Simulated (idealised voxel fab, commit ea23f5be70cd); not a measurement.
Process module under the name voxel ribs on slabs
Displayed cross-section: cut, width of 175 nm, square cells sized 5 nm.
A cross-section in this document is a grid of square cells, and it is written down as bands, the top band listed before the ones below it; a band is made up of one or more rows of cells. Heads up on the band format: heights come first, top then bottom, in nm. After that it's the materials left to right, each with its width in nm. A single material flagged "throughout" fills the whole band edge to edge, and "air" means there's empty space there. A quick word on heights: they are counted from 0, and under that level the wafer as it came to us is one material throughout. The lowest band is different from the rest in having no bottom; it simply continues downward, written as in "0 and below". Read "30..40" as a graded width: first number on top, second number at the bottom, same change between each pair of neighbouring rows. "nothing got changed" for a step: no cell of the cross-section changed in that step. Closed empty spaces: empty space of 8 cells or more with no open way to the top, each as width x height at its distance from the left edge, in nm. Formally, on a step line, whatever follows the settings is a remark that the simulator itself makes on the step. "overlay nm" answers the question of how far to the right of plan the mask lay on a step that has a mask, and when it is negative the answer is to the left.

Listed below are the process steps as planned
- 1: RECEIVE | material Si
- 2: DIRECTIONAL_DEP | material SiO2 | thk nm 30
- 3: DIRECTIONAL_DEP | material SiN | thk nm 15
- 4: DIRECTIONAL_DEP | material aC | thk nm 15
- 5: PATTERN | tone cover | mask id RIB | material resist | width nm 15 | thk nm 35 | overlay nm 0
- 6: DIRECTIONAL_ETCH | etch materials aC | depth nm 15
- 7: STRIP | etch materials resist
- 8: DIRECTIONAL_ETCH | etch materials SiN | depth nm 5
- 9: STRIP | etch materials aC
- 10: DIRECTIONAL_DEP | material aC | thk nm 15
- 11: PATTERN | tone cover | mask id SLAB | material resist | width nm 45 | thk nm 35 | overlay nm 0
- 12: DIRECTIONAL_ETCH | etch materials aC | depth nm 15
- 13: STRIP | etch materials resist
- 14: DIRECTIONAL_ETCH | etch materials SiN | depth nm 10
- 15: STRIP | etch materials aC
- 16: FILL_DEP | material SiO2 | thk nm 20
- 17: CMP | height nm 55
- 18: DIRECTIONAL_DEP | material W | thk nm 10
- 19: DIRECTIONAL_DEP | material aC | thk nm 10
- 20: PATTERN | tone cover | mask id HEATER | material resist | width nm 25 | thk nm 30 | overlay nm 0
- 21: DIRECTIONAL_ETCH | etch materials aC | depth nm 10
- 22: STRIP | etch materials resist
- 23: DIRECTIONAL_ETCH | etch materials W | depth nm 10
- 24: STRIP | etch materials aC
- 25: CONFORMAL_DEP | material SiN | thk nm 10

Cross-section of the wafer at receipt, which is the condition after step 1
    0 and below  Si throughout
    Closed empty spaces: none

Starting wafer: above. Plan: above. Run: one mistake. Cross-section after the module: below
    75 down to 65  65 of air  45 of SiN  65 of air
    65 down to 55  75 of SiN  25 of W  75 of SiN
    55 down to 45  SiO2 throughout
    45 down to 40  80 of SiO2  15 of SiN  80 of SiO2
    40 down to 30  70 of SiO2  35 of SiN  70 of SiO2
    30 down to 0  SiO2 throughout
    0 and below  Si throughout
    Closed empty spaces: none
Want to know what went wrong? it should be noted that step 11 was executed with settings other than those planned, the operation and settings actually applied being PATTERN | tone cover | mask id SLAB | material resist | width nm 35 | thk nm 35 | overlay nm 0
